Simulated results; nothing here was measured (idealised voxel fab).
process module | voxel gate over fins
cross-section cut | 165 nm wide | cells 5 nm
A cross-section is a grid of square cells, given in bands from the top down. A band is one or more rows of cells.
Each band's line starts with the height of the band's top and of its bottom, in nm. Then come its materials from left to right, each with its width in nm. One material with "throughout" fills the band from edge to edge. "air" is empty space.
Height 0 is the level under which the wafer as received is all one material. The lowest band goes on downwards, as in "0 down".
A width such as "30 to 40" changes by the same amount from each row of cells to the next, from the band's top row to its bottom row.
"no change" after a step means that no cell of the cross-section changed.
closed voids: empty space of 8 cells or more with no open way to the top, each as width x height at its distance from the left edge, in nm
after a step's settings: what the simulator itself notes on the step
overlay nm, on a step with a mask: how far to the right of its planned place the mask lay; to the left if negative
plan
1 op RECEIVE | material Si
2 op CONFORMAL_DEP | material SiN | thk nm 5
3 op PATTERN | tone cover | mask id FINS | material resist | width nm 15 | pitch nm 60 | thk nm 20 | overlay nm 0
4 op DIRECTIONAL_ETCH | etch materials SiN | depth nm 5
5 op DIRECTIONAL_ETCH | etch materials Si | depth nm 30
6 op STRIP | etch materials resist
7 op OXIDIZE | depth nm 5
8 op FILL_DEP | material SiO2 | thk nm 5
9 op CMP | height nm 5
10 op MASKED_ETCH | tone open | mask id RAIL | width nm 15 | etch materials SiO2 | depth nm 30 | overlay nm 0
11 op CONFORMAL_DEP | material TiN | thk nm 5
12 op FILL_DEP | material W | thk nm 10
13 op CMP | height nm 5
14 op SELECTIVE_ETCH | etch materials W Ru TiN | depth nm 25
15 op FILL_DEP | material SiO2 | thk nm 5
16 op CMP | height nm 5
17 op SELECTIVE_ETCH | etch materials SiO2 | depth nm 20
18 op STRIP | etch materials SiN
19 op CONFORMAL_DEP | material HfO2 | thk nm 5
20 op CONFORMAL_DEP | material TiN | thk nm 5
21 op FILL_DEP | material W | thk nm 15
22 op CMP | height nm 20
23 op CONFORMAL_DEP | material SiN | thk nm 10
as received, after step 1
  0 down: Si throughout
  closed voids: none
a wafer at the end: this start, this plan, one mistake
  30 to 20: SiN throughout
  20 to 10: W throughout
  10 to 5: W 10 | TiN 25 | W 35 | TiN 25 | W 35 | TiN 25 | W 10
  5 to 0: W 10 | TiN 5 | HfO2 15 | TiN 5 | W 35 | TiN 5 | HfO2 15 | TiN 5 | W 35 | TiN 5 | HfO2 15 | TiN 5 | W 10
  0 to -5: W 10 | TiN 5 | HfO2 5 | Si 5 | HfO2 5 | TiN 5 | W 35 | TiN 5 | HfO2 5 | Si 5 | HfO2 5 | TiN 5 | W 35 | TiN 5 | HfO2 5 | Si 5 | HfO2 5 | TiN 5 | W 10
  -5 to -10: TiN 15 | HfO2 5 | Si 5 | HfO2 5 | TiN 45 | HfO2 5 | Si 5 | HfO2 5 | TiN 45 | HfO2 5 | Si 5 | HfO2 5 | TiN 15
  -10 to -15: HfO2 20 | Si 5 | HfO2 55 | Si 5 | HfO2 55 | Si 5 | HfO2 20
  -15 to -20: SiO2 20 | Si 5 | SiO2 55 | Si 5 | SiO2 55 | Si 5 | SiO2 20
  -20 to -25: SiO2 20 | Si 5 | SiO2 25 | TiN 15 | SiO2 15 | Si 5 | SiO2 55 | Si 5 | SiO2 20
  -25 to -35: SiO2 20 | Si 5 | SiO2 55 | Si 5 | SiO2 55 | Si 5 | SiO2 20
  -35 down: Si throughout
  closed voids: none
what went wrong: step 10 ran as: op MASKED_ETCH | tone open | mask id RAIL | width nm 15 | etch materials SiO2 | depth nm 30 | overlay nm 5
